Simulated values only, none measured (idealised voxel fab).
The document below concerns the process module designated voxel ribs on slabs.
Shown is cross-section cut, with a width of 270 nm and square cells of size 5 nm.
Just so we're on the same page, the cross-sections are grids of square cells, and they're listed out in bands top to bottom, each band one or more rows deep.
The entry gives the band's vertical extent as a top height and a bottom height in nm, then its horizontal make-up as materials from left to right, each with a width in nm. "empty" stands for empty space; a single material marked "full width" fills the band edge to edge.
Heads up on the height convention: 0 is the point under which the incoming wafer is all one material, and the lowest band has no bottom, it just keeps going down, like "0..down".
The width entry "30..40" should be interpreted row by row: the top row of cells in the band takes the first number, the bottom row takes the second number, and the change between adjacent rows is uniform throughout.
"no alterations made" (step): cross-section cells unchanged, all of them.
"Closed-off voids" means: voids of 8 cells or more that are shut off from the top with no open way through. Written width x height at distance, distance from the left edge, in nm.
Heads up: the bit after the settings on a step's line is the simulator's remark on that step.
For masked steps, "overlay nm" on the step line gives how far right of plan the mask actually lay; a minus sign means it lay to the left.
PROCESS STEPS FORESEEN IN THE PLAN
1. RECEIVE,material Si
2. DIRECTIONAL_DEP,material SiO2,thk nm 25
3. DIRECTIONAL_DEP,material polySi,thk nm 15
4. MASKED_ETCH,tone cover,mask id RIB,width nm 20,etch materials polySi,depth nm 5,overlay nm 0
5. MASKED_ETCH,tone cover,mask id SLAB,width nm 80,etch materials polySi,depth nm 10,overlay nm 0
6. FILL_DEP,material SiO2,thk nm 15
7. CMP,height nm 50
8. DIRECTIONAL_DEP,material TiN,thk nm 10
9. DIRECTIONAL_DEP,material aC,thk nm 10
10. PATTERN,tone cover,mask id HEATER,material resist,width nm 30,thk nm 25,overlay nm 0
11. DIRECTIONAL_ETCH,etch materials aC,depth nm 10
12. STRIP,etch materials resist
13. DIRECTIONAL_ETCH,etch materials TiN,depth nm 10
14. STRIP,etch materials aC
15. CONFORMAL_DEP,material SiN,thk nm 5
WAFER AT RECEIPT (POST STEP 1), CROSS-SECTION
  0..down: Si full width
  Closed-off voids: none
MODULE COMPLETE - CROSS-SECTION OF THE FIRST OF TWO WAFERS, RUN ACCORDING TO PLAN
  65..60: empty 115 nm, then SiN 40 nm, then empty 115 nm
  60..55: empty 115 nm, then SiN 5 nm, then TiN 30 nm, then SiN 5 nm, then empty 115 nm
  55..50: SiN 120 nm, then TiN 30 nm, then SiN 120 nm
  50..40: SiO2 full width
  40..35: SiO2 125 nm, then polySi 20 nm, then SiO2 125 nm
  35..25: SiO2 95 nm, then polySi 80 nm, then SiO2 95 nm
  25..0: SiO2 full width
  0..down: Si full width
  Closed-off voids: none
THE SECOND WAFER, SHOWN IN CROSS-SECTION AFTER THE MODULE: STARTED THE SAME WAY AS THE FIRST AND GIVEN THE SAME PLAN, YET ONE MISTAKE CREPT INTO HOW IT WAS RUN
  65..60: empty 110 nm, then SiN 50 nm, then empty 110 nm
  60..55: empty 110 nm, then SiN 5 nm, then TiN 40 nm, then SiN 5 nm, then empty 110 nm
  55..50: SiN 115 nm, then TiN 40 nm, then SiN 115 nm
  50..40: SiO2 full width
  40..35: SiO2 125 nm, then polySi 20 nm, then SiO2 125 nm
  35..25: SiO2 95 nm, then polySi 80 nm, then SiO2 95 nm
  25..0: SiO2 full width
  0..down: Si full width
  Closed-off voids: none
Want to know what went wrong? the process deviated at step 10: the operation and settings actually run there were PATTERN,tone cover,mask id HEATER,material resist,width nm 40,thk nm 25,overlay nm 0
FYI, end of process, the second wafer has more or fewer cells of some materials than the first: TiN +4
